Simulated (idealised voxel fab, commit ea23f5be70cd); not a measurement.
Presented below is a process module, voxel released beams.
Square cell edge 5 nm, section width 200 nm, ID cut.
Cross-section spec: square-cell grid; bands listed top down; each band is one or more rows.
The band entry comprises the height of the band's top followed by the height of its bottom, expressed in nm, and subsequently the band's materials from left to right, each stated together with its width in nm. Where a single material is marked with the word "edge to edge", that material fills the band from edge to edge. The word "air" represents empty space.
Heads up on the height convention: 0 is the point under which the incoming wafer is all one material, and the lowest band has no bottom, it just keeps going down, like "0..down".
It should be noted that a width expressed as "30 to 40" varies in equal increments from row to row of cells within the band, taking the value of the first number at the top row and that of the second number at the bottom row.
Step marked "no change occurred"? Then no cell in the cross-section changed in it.
Basically, "Listed closed voids" tells you about the enclosed voids: empty spaces with no open way to the top, 8 cells or bigger, each written width x height at distance, where distance is from the left edge, all in nm.
It should be noted that, on the line of a given step, the content following the step's settings is a remark produced by the simulator itself with respect to that step.
overlay nm: mask right of planned place by this much (step with mask). Neg. = left.
# The process steps that were planned are listed below
1,RECEIVE, material Si
2,CONFORMAL_DEP, material SiN, thk nm 5
3,DIRECTIONAL_DEP, material SiO2, thk nm 20
4,DIRECTIONAL_DEP, material aC, thk nm 15
5,PATTERN, tone open, mask id ANCHOR, material resist, width nm 35, thk nm 30, overlay nm 0
6,DIRECTIONAL_ETCH, etch materials aC, depth nm 15
7,STRIP, etch materials resist
8,DIRECTIONAL_ETCH, etch materials SiO2, depth nm 20
9,STRIP, etch materials aC
10,CONFORMAL_DEP, material TiN, thk nm 5
11,PATTERN, tone cover, mask id BEAM, material resist, width nm 80, thk nm 20, overlay nm 0
12,DIRECTIONAL_ETCH, etch materials TiN, depth nm 15
13,STRIP, etch materials resist
14,STRIP, etch materials SiO2
The plan shows the thk nm of step 10 as the first wafer had it; this setting differs between the wafers, which start out alike.
# First of several wafers, received after step 1, in cross-section
* 0..down  Si edge to edge
* Listed closed voids: none
# Each row below is a wafer at the end of the module, listing for every material the number of cells it has gained (+) or lost (-) since it was received, followed by its closed voids
thk nm 5 | +40 SiN | +24 TiN | Listed closed voids: none
thk nm 10 | +40 SiN | +48 TiN | Listed closed voids: none
thk nm 15 | +40 SiN | +72 TiN | Listed closed voids: none
thk nm 20 | +40 SiN | +132 SiO2 | +116 TiN | Listed closed voids: none
thk nm 25 | +40 SiN | +132 SiO2 | +156 TiN | Listed closed voids: none
thk nm 30 | +40 SiN | +132 SiO2 | +196 TiN | Listed closed voids: none
